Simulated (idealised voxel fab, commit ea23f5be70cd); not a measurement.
Herein follows the process module entitled voxel transistor to metal.
Xsec cut, 195 nm wide, square cell size 5 nm.
Throughout this document, each cross-section is represented as a grid of square cells and is presented as a sequence of bands enumerated from the top downward, where a band comprises one or more rows of cells. Quick guide to a band line: top height, bottom height (nm) up front; then every material left to right with its width in nm. Only one material and it's marked "throughout"? Then it fills the band edge to edge. And "empty" just means empty space. Height reference: 0 = level under which incoming wafer is all one material. Lowest band: no bottom, runs on downward, e.g. "0..down". You'd read "30->40" like this: the band's top row of cells is as wide as the first number, its bottom row is as wide as the second, and going down, every row changes width by the same amount as the row before did. For the purposes of this document, the phrase "nothing altered" attached to a step denotes that no cell within the cross-section was modified by that step. "Encapsulated voids" - sealed voids, min. 8 cells, no opening to top; format: width x height at distance (distance from left edge; nm throughout). after a step's settings: what the simulator itself notes on the step. The "overlay nm" setting may appear on a step's line; for a step that uses a mask, it gives how far to the right of its planned position the mask lay, and a negative value indicates the left. If you're wondering how to read the rest of this, here's the deal. It's pairs of cross-sections: one from before a process step, one from after it. The after one is only drawn as far down as the lowest band that changed. Right under each pair you'll see which step sits between them and what its settings were. Don't read the pairs as one continuous story, though. They can come from different runs of this module on the same starting wafer, and a pair only carries on from the one above it where its entry headed "State before step" says so.

# State before step
  0..down | Si throughout
  Encapsulated voids: none

# Result of Step
  0..-5 | SiO2 throughout
  Below a height of -5, the structure has not been altered.
  Encapsulated voids: none
The cross-sections above show the structure before and after this step: OXIDIZE: depth nm 5

State before step: nothing new to draw here, it's the after view of the pair just above.

# Result of Step
  10..0 | SiN throughout
  Below a height of 0, the structure has not been altered.
  Encapsulated voids: none
The cross-sections above show the structure before and after this step: CONFORMAL_DEP: material SiN, thk nm 10

State before step: nothing new to draw here, it's the after view of the pair just above.

# Result of Step
  20..10 | aC throughout
  Below a height of 10, the structure has not been altered.
  Encapsulated voids: none
The cross-sections above show the structure before and after this step: DIRECTIONAL_DEP: material aC, thk nm 10

State before step: nothing new to draw here, it's the after view of the pair just above.

# Result of Step
  45..20 | empty (45) | resist (105) | empty (45)
  Below a height of 20, the structure has not been altered.
  Encapsulated voids: none
The cross-sections above show the structure before and after this step: PATTERN: tone cover, mask id ACTIVE, material resist, width nm 105, thk nm 25, overlay nm 0

State before step: nothing new to draw here, it's the after view of the pair just above.

# Result of Step
  35..20 | empty (45) | resist (105) | empty (45)
  20..10 | empty (45) | aC (105) | empty (45)
  Below a height of 10, the structure has not been altered.
  Encapsulated voids: none
The cross-sections above show the structure before and after this step: DIRECTIONAL_ETCH: etch materials aC, depth nm 10

State before step: nothing new to draw here, it's the after view of the pair just above.

# Result of Step
  20..10 | empty (45) | aC (105) | empty (45)
  Below a height of 10, the structure has not been altered.
  Encapsulated voids: none
The cross-sections above show the structure before and after this step: STRIP: etch materials resist

State before step: nothing new to draw here, it's the after view of the pair just above.

# Result of Step
  20..10 | empty (45) | aC (105) | empty (45)
  10..0 | empty (45) | SiN (105) | empty (45)
  Below a height of 0, the structure has not been altered.
  Encapsulated voids: none
The cross-sections above show the structure before and after this step: DIRECTIONAL_ETCH: etch materials SiN, depth nm 10

State before step: nothing new to draw here, it's the after view of the pair just above.

# Result of Step
  20..10 | empty (45) | aC (105) | empty (45)
  10..0 | empty (45) | SiN (105) | empty (45)
  0..-5 | empty (45) | SiO2 (105) | empty (45)
  Below a height of -5, the structure has not been altered.
  Encapsulated voids: none
The cross-sections above show the structure before and after this step: DIRECTIONAL_ETCH: etch materials SiO2, depth nm 5

State before step: nothing new to draw here, it's the after view of the pair just above.

# Result of Step
  20..10 | empty (45) | aC (105) | empty (45)
  10..0 | empty (45) | SiN (105) | empty (45)
  0..-5 | empty (45) | SiO2 (105) | empty (45)
  -5..-40 | empty (45) | Si (105) | empty (45)
  Below a height of -40, the structure has not been altered.
  Encapsulated voids: none
The cross-sections above show the structure before and after this step: DIRECTIONAL_ETCH: etch materials Si, depth nm 35

State before step: nothing new to draw here, it's the after view of the pair just above.

# Result of Step
  10..0 | empty (45) | SiN (105) | empty (45)
  Below a height of 0, the structure has not been altered.
  Encapsulated voids: none
The cross-sections above show the structure before and after this step: STRIP: etch materials aC

State before step: nothing new to draw here, it's the after view of the pair just above.

# Result of Step
  10..0 | empty (45) | SiN (105) | empty (45)
  0..-5 | empty (45) | SiO2 (105) | empty (45)
  -5..-40 | empty (45) | SiO2 (5) | Si (95) | SiO2 (5) | empty (45)
  -40..-45 | SiO2 (50) | Si (95) | SiO2 (50)
  Below a height of -45, the structure has not been altered.
  Encapsulated voids: none
The cross-sections above show the structure before and after this step: OXIDIZE: depth nm 5

State before step: nothing new to draw here, it's the after view of the pair just above.

# Result of Step
  25..10 | SiO2 throughout
  10..0 | SiO2 (45) | SiN (105) | SiO2 (45)
  0..-5 | SiO2 throughout
  -5..-45 | SiO2 (50) | Si (95) | SiO2 (50)
  Below a height of -45, the structure has not been altered.
  Encapsulated voids: none
The cross-sections above show the structure before and after this step: FILL_DEP: material SiO2, thk nm 15

State before step: nothing new to draw here, it's the after view of the pair just above.

# Result of Step
  10..0 | SiO2 (45) | SiN (105) | SiO2 (45)
  Below a height of 0, the structure has not been altered.
  Encapsulated voids: none
The cross-sections above show the structure before and after this step: CMP: height nm 10

State before step: nothing new to draw here, it's the after view of the pair just above.

# Result of Step
  10..0 | empty (45) | SiN (105) | empty (45)
  Below a height of 0, the structure has not been altered.
  Encapsulated voids: none
The cross-sections above show the structure before and after this step: SELECTIVE_ETCH: etch materials SiO2, depth nm 10

State before step: nothing new to draw here, it's the after view of the pair just above.

# Result of Step
  0..-5 | SiO2 throughout
  Below a height of -5, the structure has not been altered.
  Encapsulated voids: none
The cross-sections above show the structure before and after this step: STRIP: etch materials SiN

State before step: nothing new to draw here, it's the after view of the pair just above.

# Result of Step
  -5..-45 | SiO2 (50) | Si (95) | SiO2 (50)
  Below a height of -45, the structure has not been altered.
  Encapsulated voids: none
The cross-sections above show the structure before and after this step: SELECTIVE_ETCH: etch materials SiO2, depth nm 5

State before step: nothing new to draw here, it's the after view of the pair just above.

# Result of Step
  -5..-10 | SiO2 throughout
  Below a height of -10, the structure has not been altered.
  Encapsulated voids: none
The cross-sections above show the structure before and after this step: OXIDIZE: depth nm 5

State before step: nothing new to draw here, it's the after view of the pair just above.

# Result of Step
  25..-5 | polySi throughout
  Below a height of -5, the structure has not been altered.
  Encapsulated voids: none
The cross-sections above show the structure before and after this step: DIRECTIONAL_DEP: material polySi, thk nm 30

State before step: nothing new to draw here, it's the after view of the pair just above.

# Result of Step
  35..25 | SiCN throughout
  Below a height of 25, the structure has not been altered.
  Encapsulated voids: none
The cross-sections above show the structure before and after this step: DIRECTIONAL_DEP: material SiCN, thk nm 10

State before step: nothing new to draw here, it's the after view of the pair just above.

# Result of Step
  50..35 | aC throughout
  Below a height of 35, the structure has not been altered.
  Encapsulated voids: none
The cross-sections above show the structure before and after this step: DIRECTIONAL_DEP: material aC, thk nm 15

State before step: nothing new to draw here, it's the after view of the pair just above.

# Result of Step
  85..50 | empty (80) | resist (35) | empty (80)
  Below a height of 50, the structure has not been altered.
  Encapsulated voids: none
The cross-sections above show the structure before and after this step: PATTERN: tone cover, mask id GATE, material resist, width nm 35, thk nm 35, overlay nm 0

State before step: nothing new to draw here, it's the after view of the pair just above.

# Result of Step
  70..50 | empty (80) | resist (35) | empty (80)
  50..35 | empty (80) | aC (35) | empty (80)
  Below a height of 35, the structure has not been altered.
  Encapsulated voids: none
The cross-sections above show the structure before and after this step: DIRECTIONAL_ETCH: etch materials aC, depth nm 15

State before step: nothing new to draw here, it's the after view of the pair just above.

# Result of Step
  50..35 | empty (80) | aC (35) | empty (80)
  Below a height of 35, the structure has not been altered.
  Encapsulated voids: none
The cross-sections above show the structure before and after this step: STRIP: etch materials resist

State before step: nothing new to draw here, it's the after view of the pair just above.

# Result of Step
  50..35 | empty (80) | aC (35) | empty (80)
  35..25 | empty (80) | SiCN (35) | empty (80)
  Below a height of 25, the structure has not been altered.
  Encapsulated voids: none
The cross-sections above show the structure before and after this step: DIRECTIONAL_ETCH: etch materials SiCN, depth nm 20

State before step: nothing new to draw here, it's the after view of the pair just above.

# Result of Step
  50..35 | empty (80) | aC (35) | empty (80)
  35..25 | empty (80) | SiCN (35) | empty (80)
  25..-5 | empty (80) | polySi (35) | empty (80)
  Below a height of -5, the structure has not been altered.
  Encapsulated voids: none
The cross-sections above show the structure before and after this step: DIRECTIONAL_ETCH: etch materials polySi, depth nm 40

State before step: nothing new to draw here, it's the after view of the pair just above.

# Result of Step
  35..25 | empty (80) | SiCN (35) | empty (80)
  Below a height of 25, the structure has not been altered.
  Encapsulated voids: none
The cross-sections above show the structure before and after this step: STRIP: etch materials aC

State before step: nothing new to draw here, it's the after view of the pair just above.

# Result of Step
  40..35 | empty (75) | SiO2 (45) | empty (75)
  35..25 | empty (75) | SiO2 (5) | SiCN (35) | SiO2 (5) | empty (75)
  25..0 | empty (75) | SiO2 (5) | polySi (35) | SiO2 (5) | empty (75)
  0..-5 | SiO2 (80) | polySi (35) | SiO2 (80)
  Below a height of -5, the structure has not been altered.
  Encapsulated voids: none
The cross-sections above show the structure before and after this step: CONFORMAL_DEP: material SiO2, thk nm 5

State before step: nothing new to draw here, it's the after view of the pair just above.

# Result of Step
  35..25 | empty (75) | SiO2 (5) | SiCN (35) | SiO2 (5) | empty (75)
  25..-5 | empty (75) | SiO2 (5) | polySi (35) | SiO2 (5) | empty (75)
  Below a height of -5, the structure has not been altered.
  Encapsulated voids: none
The cross-sections above show the structure before and after this step: DIRECTIONAL_ETCH: etch materials SiO2, depth nm 5

State before step: nothing new to draw here, it's the after view of the pair just above.

# Result of Step
  40..35 | empty (70) | SiN (55) | empty (70)
  35..25 | empty (70) | SiN (5) | SiO2 (5) | SiCN (35) | SiO2 (5) | SiN (5) | empty (70)
  25..0 | empty (70) | SiN (5) | SiO2 (5) | polySi (35) | SiO2 (5) | SiN (5) | empty (70)
  0..-5 | SiN (75) | SiO2 (5) | polySi (35) | SiO2 (5) | SiN (75)
  Below a height of -5, the structure has not been altered.
  Encapsulated voids: none
The cross-sections above show the structure before and after this step: CONFORMAL_DEP: material SiN, thk nm 5

State before step: nothing new to draw here, it's the after view of the pair just above.

# Result of Step
  35..25 | empty (70) | SiN (5) | SiO2 (5) | SiCN (35) | SiO2 (5) | SiN (5) | empty (70)
  25..-5 | empty (70) | SiN (5) | SiO2 (5) | polySi (35) | SiO2 (5) | SiN (5) | empty (70)
  Below a height of -5, the structure has not been altered.
  Encapsulated voids: none
The cross-sections above show the structure before and after this step: DIRECTIONAL_ETCH: etch materials SiN, depth nm 5

State before step: nothing new to draw here, it's the after view of the pair just above.

# Result of Step
  35..30 | empty (70) | SiN (5) | empty (5) | SiCN (35) | empty (5) | SiN (5) | empty (70)
  30..25 | empty (70) | SiN (5) | SiO2 (5) | SiCN (35) | SiO2 (5) | SiN (5) | empty (70)
  25..-5 | empty (70) | SiN (5) | SiO2 (5) | polySi (35) | SiO2 (5) | SiN (5) | empty (70)
  -5..-10 | empty (70) | SiO2 (55) | empty (70)
  Below a height of -10, the structure has not been altered.
  Encapsulated voids: none
The cross-sections above show the structure before and after this step: DIRECTIONAL_ETCH: etch materials SiO2, depth nm 5

State before step: nothing new to draw here, it's the after view of the pair just above.

# Result of Step
  35..30 | empty (70) | SiN (5) | empty (5) | SiCN (35) | empty (5) | SiN (5) | empty (70)
  30..25 | empty (70) | SiN (5) | SiO2 (5) | SiCN (35) | SiO2 (5) | SiN (5) | empty (70)
  25..-5 | empty (70) | SiN (5) | SiO2 (5) | polySi (35) | SiO2 (5) | SiN (5) | empty (70)
  -5..-10 | empty (70) | SiO2 (55) | empty (70)
  -10..-15 | SiO2 (50) | empty (20) | Si (55) | empty (20) | SiO2 (50)
  Below a height of -15, the structure has not been altered.
  Encapsulated voids: none
The cross-sections above show the structure before and after this step: DIRECTIONAL_ETCH: etch materials Si, depth nm 5

State before step: nothing new to draw here, it's the after view of the pair just above.

# Result of Step
  35..30 | empty (70) | SiN (5) | empty (5) | SiCN (35) | empty (5) | SiN (5) | empty (70)
  30..25 | empty (70) | SiN (5) | SiO2 (5) | SiCN (35) | SiO2 (5) | SiN (5) | empty (70)
  25..0 | empty (70) | SiN (5) | SiO2 (5) | polySi (35) | SiO2 (5) | SiN (5) | empty (70)
  0..-5 | empty (60) | nSi (10) | SiN (5) | SiO2 (5) | polySi (35) | SiO2 (5) | SiN (5) | nSi (10) | empty (60)
  -5..-10 | empty (45) | nSi (25) | SiO2 (55) | nSi (25) | empty (45)
  -10..-15 | SiO2 (50) | nSi (20) | Si (55) | nSi (20) | SiO2 (50)
  Below a height of -15, the structure has not been altered.
  Encapsulated voids: none
The cross-sections above show the structure before and after this step: EPI: material nSi, thk nm 10

State before step: nothing new to draw here, it's the after view of the pair just above.

# Result of Step
  45..35 | SiO2 throughout
  35..25 | SiO2 (70) | SiN (5) | SiO2 (5) | SiCN (35) | SiO2 (5) | SiN (5) | SiO2 (70)
  25..0 | SiO2 (70) | SiN (5) | SiO2 (5) | polySi (35) | SiO2 (5) | SiN (5) | SiO2 (70)
  0..-5 | SiO2 (60) | nSi (10) | SiN (5) | SiO2 (5) | polySi (35) | SiO2 (5) | SiN (5) | nSi (10) | SiO2 (60)
  -5..-10 | SiO2 (45) | nSi (25) | SiO2 (55) | nSi (25) | SiO2 (45)
  Below a height of -10, the structure has not been altered.
  Encapsulated voids: none
The cross-sections above show the structure before and after this step: FILL_DEP: material SiO2, thk nm 10

State before step: nothing new to draw here, it's the after view of the pair just above.

# Result of Step
  25..0 | SiO2 (70) | SiN (5) | SiO2 (5) | polySi (35) | SiO2 (5) | SiN (5) | SiO2 (70)
  Below a height of 0, the structure has not been altered.
  Encapsulated voids: none
The cross-sections above show the structure before and after this step: CMP: height nm 25

State before step: nothing new to draw here, it's the after view of the pair just above.

# Result of Step
  25..0 | SiO2 (70) | SiN (5) | SiO2 (5) | empty (35) | SiO2 (5) | SiN (5) | SiO2 (70)
  0..-5 | SiO2 (60) | nSi (10) | SiN (5) | SiO2 (5) | empty (35) | SiO2 (5) | SiN (5) | nSi (10) | SiO2 (60)
  Below a height of -5, the structure has not been altered.
  Encapsulated voids: none
The cross-sections above show the structure before and after this step: STRIP: etch materials polySi

State before step: nothing new to draw here, it's the after view of the pair just above.

# Result of Step
  25..20 | empty (70) | SiN (5) | empty (45) | SiN (5) | empty (70)
  20..0 | SiO2 (70) | SiN (5) | empty (45) | SiN (5) | SiO2 (70)
  0..-5 | SiO2 (60) | nSi (10) | SiN (5) | empty (45) | SiN (5) | nSi (10) | SiO2 (60)
  -5..-10 | SiO2 (45) | nSi (25) | SiO2 (5) | empty (45) | SiO2 (5) | nSi (25) | SiO2 (45)
  Below a height of -10, the structure has not been altered.
  Encapsulated voids: none
The cross-sections above show the structure before and after this step: SELECTIVE_ETCH: etch materials SiO2, depth nm 5

State before step: nothing new to draw here, it's the after view of the pair just above.

# Result of Step
  30..25 | empty (65) | HfO2 (15) | empty (35) | HfO2 (15) | empty (65)
  25..20 | HfO2 (70) | SiN (5) | HfO2 (5) | empty (35) | HfO2 (5) | SiN (5) | HfO2 (70)
  20..0 | SiO2 (70) | SiN (5) | HfO2 (5) | empty (35) | HfO2 (5) | SiN (5) | SiO2 (70)
  0..-5 | SiO2 (60) | nSi (10) | SiN (5) | HfO2 (5) | empty (35) | HfO2 (5) | SiN (5) | nSi (10) | SiO2 (60)
  -5..-10 | SiO2 (45) | nSi (25) | SiO2 (5) | HfO2 (45) | SiO2 (5) | nSi (25) | SiO2 (45)
  Below a height of -10, the structure has not been altered.
  Encapsulated voids: none
The cross-sections above show the structure before and after this step: CONFORMAL_DEP: material HfO2, thk nm 5

State before step: nothing new to draw here, it's the after view of the pair just above.

# Result of Step
  35..30 | empty (60) | TiN (25) | empty (25) | TiN (25) | empty (60)
  30..25 | TiN (65) | HfO2 (15) | TiN (5) | empty (25) | TiN (5) | HfO2 (15) | TiN (65)
  25..20 | HfO2 (70) | SiN (5) | HfO2 (5) | TiN (5) | empty (25) | TiN (5) | HfO2 (5) | SiN (5) | HfO2 (70)
  20..0 | SiO2 (70) | SiN (5) | HfO2 (5) | TiN (5) | empty (25) | TiN (5) | HfO2 (5) | SiN (5) | SiO2 (70)
  0..-5 | SiO2 (60) | nSi (10) | SiN (5) | HfO2 (5) | TiN (35) | HfO2 (5) | SiN (5) | nSi (10) | SiO2 (60)
  Below a height of -5, the structure has not been altered.
  Encapsulated voids: none
The cross-sections above show the structure before and after this step: CONFORMAL_DEP: material TiN, thk nm 5

State before step: nothing new to draw here, it's the after view of the pair just above.

# Result of Step
  40..35 | W throughout
  35..30 | W (60) | TiN (25) | W (25) | TiN (25) | W (60)
  30..25 | TiN (65) | HfO2 (15) | TiN (5) | W (25) | TiN (5) | HfO2 (15) | TiN (65)
  25..20 | HfO2 (70) | SiN (5) | HfO2 (5) | TiN (5) | W (25) | TiN (5) | HfO2 (5) | SiN (5) | HfO2 (70)
  20..0 | SiO2 (70) | SiN (5) | HfO2 (5) | TiN (5) | W (25) | TiN (5) | HfO2 (5) | SiN (5) | SiO2 (70)
  Below a height of 0, the structure has not been altered.
  Encapsulated voids: none
The cross-sections above show the structure before and after this step: FILL_DEP: material W, thk nm 5

State before step: nothing new to draw here, it's the after view of the pair just above.

# Result of Step
  20..0 | SiO2 (70) | SiN (5) | HfO2 (5) | TiN (5) | W (25) | TiN (5) | HfO2 (5) | SiN (5) | SiO2 (70)
  Below a height of 0, the structure has not been altered.
  Encapsulated voids: none
The cross-sections above show the structure before and after this step: CMP: height nm 20

State before step: nothing new to draw here, it's the after view of the pair just above.

# Result of Step
  30..20 | SiO2 throughout
  Below a height of 20, the structure has not been altered.
  Encapsulated voids: none
The cross-sections above show the structure before and after this step: DIRECTIONAL_DEP: material SiO2, thk nm 10

State before step: nothing new to draw here, it's the after view of the pair just above.

# Result of Step
  45..30 | resist (50) | empty (15) | resist (65) | empty (15) | resist (50)
  Below a height of 30, the structure has not been altered.
  Encapsulated voids: none
The cross-sections above show the structure before and after this step: PATTERN: tone open, mask id CONTACT, material resist, width nm 15, pitch nm 80, thk nm 15, overlay nm 0

State before step: nothing new to draw here, it's the after view of the pair just above.

# Result of Step
  45..30 | resist (50) | empty (15) | resist (65) | empty (15) | resist (50)
  30..20 | SiO2 (50) | empty (15) | SiO2 (65) | empty (15) | SiO2 (50)
  20..0 | SiO2 (50) | empty (15) | SiO2 (5) | SiN (5) | HfO2 (5) | TiN (5) | W (25) | TiN (5) | HfO2 (5) | SiN (5) | SiO2 (5) | empty (15) | SiO2 (50)
  0..-5 | SiO2 (50) | empty (10) | nSi (10) | SiN (5) | HfO2 (5) | TiN (35) | HfO2 (5) | SiN (5) | nSi (10) | empty (10) | SiO2 (50)
  Below a height of -5, the structure has not been altered.
  Encapsulated voids: none
The cross-sections above show the structure before and after this step: DIRECTIONAL_ETCH: etch materials SiO2, depth nm 35

State before step: nothing new to draw here, it's the after view of the pair just above.

# Result of Step
  30..20 | SiO2 (50) | empty (15) | SiO2 (65) | empty (15) | SiO2 (50)
  Below a height of 20, the structure has not been altered.
  Encapsulated voids: none
The cross-sections above show the structure before and after this step: STRIP: etch materials resist

State before step: nothing new to draw here, it's the after view of the pair just above.

# Result of Step
  35..30 | TiN (55) | empty (5) | TiN (75) | empty (5) | TiN (55)
  30..20 | SiO2 (50) | TiN (5) | empty (5) | TiN (5) | SiO2 (65) | TiN (5) | empty (5) | TiN (5) | SiO2 (50)
  20..5 | SiO2 (50) | TiN (5) | empty (5) | TiN (5) | SiO2 (5) | SiN (5) | HfO2 (5) | TiN (5) | W (25) | TiN (5) | HfO2 (5) | SiN (5) | SiO2 (5) | TiN (5) | empty (5) | TiN (5) | SiO2 (50)
  5..0 | SiO2 (50) | TiN (15) | SiO2 (5) | SiN (5) | HfO2 (5) | TiN (5) | W (25) | TiN (5) | HfO2 (5) | SiN (5) | SiO2 (5) | TiN (15) | SiO2 (50)
  0..-5 | SiO2 (50) | TiN (10) | nSi (10) | SiN (5) | HfO2 (5) | TiN (35) | HfO2 (5) | SiN (5) | nSi (10) | TiN (10) | SiO2 (50)
  Below a height of -5, the structure has not been altered.
  Encapsulated voids: none
The cross-sections above show the structure before and after this step: CONFORMAL_DEP: material TiN, thk nm 5

State before step: nothing new to draw here, it's the after view of the pair just above.

# Result of Step
  45..35 | W throughout
  35..30 | TiN (55) | W (5) | TiN (75) | W (5) | TiN (55)
  30..20 | SiO2 (50) | TiN (5) | W (5) | TiN (5) | SiO2 (65) | TiN (5) | W (5) | TiN (5) | SiO2 (50)
  20..5 | SiO2 (50) | TiN (5) | W (5) | TiN (5) | SiO2 (5) | SiN (5) | HfO2 (5) | TiN (5) | W (25) | TiN (5) | HfO2 (5) | SiN (5) | SiO2 (5) | TiN (5) | W (5) | TiN (5) | SiO2 (50)
  Below a height of 5, the structure has not been altered.
  Encapsulated voids: none
The cross-sections above show the structure before and after this step: FILL_DEP: material W, thk nm 10

State before step: nothing new to draw here, it's the after view of the pair just above.

# Result of Step
  30..20 | SiO2 (50) | TiN (5) | W (5) | TiN (5) | SiO2 (65) | TiN (5) | W (5) | TiN (5) | SiO2 (50)
  Below a height of 20, the structure has not been altered.
  Encapsulated voids: none
The cross-sections above show the structure before and after this step: CMP: height nm 30

State before step: nothing new to draw here, it's the after view of the pair just above.

# Result of Step
  35..30 | TiN throughout
  Below a height of 30, the structure has not been altered.
  Encapsulated voids: none
The cross-sections above show the structure before and after this step: DIRECTIONAL_DEP: material TiN, thk nm 5

State before step: nothing new to draw here, it's the after view of the pair just above.

# Result of Step
  55..35 | Ru throughout
  Below a height of 35, the structure has not been altered.
  Encapsulated voids: none
The cross-sections above show the structure before and after this step: DIRECTIONAL_DEP: material Ru, thk nm 20

State before step: nothing new to draw here, it's the after view of the pair just above.

# Result of Step
  70..55 | empty (50) | resist (15) | empty (65) | resist (15) | empty (50)
  Below a height of 55, the structure has not been altered.
  Encapsulated voids: none
The cross-sections above show the structure before and after this step: PATTERN: tone cover, mask id METAL_1, material resist, width nm 15, pitch nm 80, thk nm 15, overlay nm 0

State before step: nothing new to draw here, it's the after view of the pair just above.

# Result of Step
  70..55 | empty (50) | resist (15) | empty (65) | resist (15) | empty (50)
  55..35 | empty (50) | Ru (15) | empty (65) | Ru (15) | empty (50)
  Below a height of 35, the structure has not been altered.
  Encapsulated voids: none
The cross-sections above show the structure before and after this step: DIRECTIONAL_ETCH: etch materials Ru, depth nm 20

State before step: nothing new to draw here, it's the after view of the pair just above.

# Result of Step
  70..55 | empty (50) | resist (15) | empty (65) | resist (15) | empty (50)
  55..35 | empty (50) | Ru (15) | empty (65) | Ru (15) | empty (50)
  35..30 | empty (50) | TiN (15) | empty (65) | TiN (15) | empty (50)
  Below a height of 30, the structure has not been altered.
  Encapsulated voids: none
The cross-sections above show the structure before and after this step: DIRECTIONAL_ETCH: etch materials TiN, depth nm 5

State before step: nothing new to draw here, it's the after view of the pair just above.

# Result of Step
  55..35 | empty (50) | Ru (15) | empty (65) | Ru (15) | empty (50)
  Below a height of 35, the structure has not been altered.
  Encapsulated voids: none
The cross-sections above show the structure before and after this step: STRIP: etch materials resist

State before step: nothing new to draw here, it's the after view of the pair just above.

# Result of Step
  60..55 | lowk throughout
  55..35 | lowk (50) | Ru (15) | lowk (65) | Ru (15) | lowk (50)
  35..30 | lowk (50) | TiN (15) | lowk (65) | TiN (15) | lowk (50)
  Below a height of 30, the structure has not been altered.
  Encapsulated voids: none
The cross-sections above show the structure before and after this step: FILL_DEP: material lowk, thk nm 5

State before step: nothing new to draw here, it's the after view of the pair just above.

# Result of Step
  55..35 | lowk (50) | Ru (15) | lowk (65) | Ru (15) | lowk (50)
  Below a height of 35, the structure has not been altered.
  Encapsulated voids: none
The cross-sections above show the structure before and after this step: CMP: height nm 55

State before step: nothing new to draw here, it's the after view of the pair just above.

# Result of Step
  60..55 | SiCN throughout
  Below a height of 55, the structure has not been altered.
  Encapsulated voids: none
The cross-sections above show the structure before and after this step: CONFORMAL_DEP: material SiCN, thk nm 5

State before step: nothing new to draw here, it's the after view of the pair just above.

# Result of Step
  95..60 | SiO2 throughout
  Below a height of 60, the structure has not been altered.
  Encapsulated voids: none
The cross-sections above show the structure before and after this step: DIRECTIONAL_DEP: material SiO2, thk nm 35

State before step: nothing new to draw here, it's the after view of the pair just above.

# Result of Step
  110..95 | resist (50) | empty (15) | resist (65) | empty (15) | resist (50)
  Below a height of 95, the structure has not been altered.
  Encapsulated voids: none
The cross-sections above show the structure before and after this step: PATTERN: tone open, mask id METAL_2, material resist, width nm 15, pitch nm 80, thk nm 15, overlay nm 0

State before step: nothing new to draw here, it's the after view of the pair just above.

# Result of Step
  110..95 | resist (50) | empty (15) | resist (65) | empty (15) | resist (50)
  95..75 | SiO2 (50) | empty (15) | SiO2 (65) | empty (15) | SiO2 (50)
  Below a height of 75, the structure has not been altered.
  Encapsulated voids: none
The cross-sections above show the structure before and after this step: DIRECTIONAL_ETCH: etch materials SiO2, depth nm 20

State before step: nothing new to draw here, it's the after view of the pair just above.

# Result of Step
  95..75 | SiO2 (50) | empty (15) | SiO2 (65) | empty (15) | SiO2 (50)
  Below a height of 75, the structure has not been altered.
  Encapsulated voids: none
The cross-sections above show the structure before and after this step: STRIP: etch materials resist

State before step: nothing new to draw here, it's the after view of the pair just above.

# Result of Step
  110..95 | resist (50) | empty (15) | resist (65) | empty (15) | resist (50)
  Below a height of 95, the structure has not been altered.
  Encapsulated voids: none
The cross-sections above show the structure before and after this step: PATTERN: tone open, mask id METAL_2_HOLES, material resist, width nm 15, pitch nm 80, thk nm 15, overlay nm 0

State before step: nothing new to draw here, it's the after view of the pair just above.

# Result of Step
  110..95 | resist (50) | empty (15) | resist (65) | empty (15) | resist (50)
  95..60 | SiO2 (50) | empty (15) | SiO2 (65) | empty (15) | SiO2 (50)
  Below a height of 60, the structure has not been altered.
  Encapsulated voids: none
The cross-sections above show the structure before and after this step: DIRECTIONAL_ETCH: etch materials SiO2, depth nm 15

State before step: nothing new to draw here, it's the after view of the pair just above.

# Result of Step
  110..95 | resist (50) | empty (15) | resist (65) | empty (15) | resist (50)
  95..60 | SiO2 (50) | empty (15) | SiO2 (65) | empty (15) | SiO2 (50)
  60..55 | SiCN (50) | empty (15) | SiCN (65) | empty (15) | SiCN (50)
  Below a height of 55, the structure has not been altered.
  Encapsulated voids: none
The cross-sections above show the structure before and after this step: DIRECTIONAL_ETCH: etch materials SiCN, depth nm 5

State before step: nothing new to draw here, it's the after view of the pair just above.

# Result of Step
  95..60 | SiO2 (50) | empty (15) | SiO2 (65) | empty (15) | SiO2 (50)
  Below a height of 60, the structure has not been altered.
  Encapsulated voids: none
The cross-sections above show the structure before and after this step: STRIP: etch materials resist

State before step: nothing new to draw here, it's the after view of the pair just above.

# Result of Step
  100..95 | TiN (55) | empty (5) | TiN (75) | empty (5) | TiN (55)
  95..60 | SiO2 (50) | TiN (5) | empty (5) | TiN (5) | SiO2 (65) | TiN (5) | empty (5) | TiN (5) | SiO2 (50)
  60..55 | SiCN (50) | TiN (15) | SiCN (65) | TiN (15) | SiCN (50)
  Below a height of 55, the structure has not been altered.
  Encapsulated voids: none
The cross-sections above show the structure before and after this step: CONFORMAL_DEP: material TiN, thk nm 5

State before step: nothing new to draw here, it's the after view of the pair just above.

# Result of Step
  110..100 | Cu throughout
  100..95 | TiN (55) | Cu (5) | TiN (75) | Cu (5) | TiN (55)
  95..60 | SiO2 (50) | TiN (5) | Cu (5) | TiN (5) | SiO2 (65) | TiN (5) | Cu (5) | TiN (5) | SiO2 (50)
  Below a height of 60, the structure has not been altered.
  Encapsulated voids: none
The cross-sections above show the structure before and after this step: FILL_DEP: material Cu, thk nm 10

State before step: nothing new to draw here, it's the after view of the pair just above.

# Result of Step
  95..60 | SiO2 (50) | TiN (5) | Cu (5) | TiN (5) | SiO2 (65) | TiN (5) | Cu (5) | TiN (5) | SiO2 (50)
  Below a height of 60, the structure has not been altered.
  Encapsulated voids: none
The cross-sections above show the structure before and after this step: CMP: height nm 95

State before step: nothing new to draw here, it's the after view of the pair just above.

# Result of Step
  100..95 | SiCN throughout
  Below a height of 95, the structure has not been altered.
  Encapsulated voids: none
The cross-sections above show the structure before and after this step: CONFORMAL_DEP: material SiCN, thk nm 5

# State before step
  25..20 | empty (70) | SiN (5) | empty (45) | SiN (5) | empty (70)
  20..0 | SiO2 (70) | SiN (5) | empty (45) | SiN (5) | SiO2 (70)
  0..-5 | SiO2 (60) | nSi (10) | SiN (5) | empty (45) | SiN (5) | nSi (10) | SiO2 (60)
  -5..-10 | SiO2 (45) | nSi (25) | SiO2 (5) | empty (45) | SiO2 (5) | nSi (25) | SiO2 (45)
  -10..-15 | SiO2 (50) | nSi (20) | Si (55) | nSi (20) | SiO2 (50)
  -15..-45 | SiO2 (50) | Si (95) | SiO2 (50)
  -45..down | Si throughout
  Encapsulated voids: none

# Result of Step
  30..25 | empty (65) | TiN (15) | empty (35) | TiN (15) | empty (65)
  25..20 | TiN (70) | SiN (5) | TiN (5) | empty (35) | TiN (5) | SiN (5) | TiN (70)
  20..0 | SiO2 (70) | SiN (5) | TiN (5) | empty (35) | TiN (5) | SiN (5) | SiO2 (70)
  0..-5 | SiO2 (60) | nSi (10) | SiN (5) | TiN (5) | empty (35) | TiN (5) | SiN (5) | nSi (10) | SiO2 (60)
  -5..-10 | SiO2 (45) | nSi (25) | SiO2 (5) | TiN (45) | SiO2 (5) | nSi (25) | SiO2 (45)
  Below a height of -10, the structure has not been altered.
  Encapsulated voids: none
The cross-sections above show the structure before and after this step: CONFORMAL_DEP: material TiN, thk nm 5
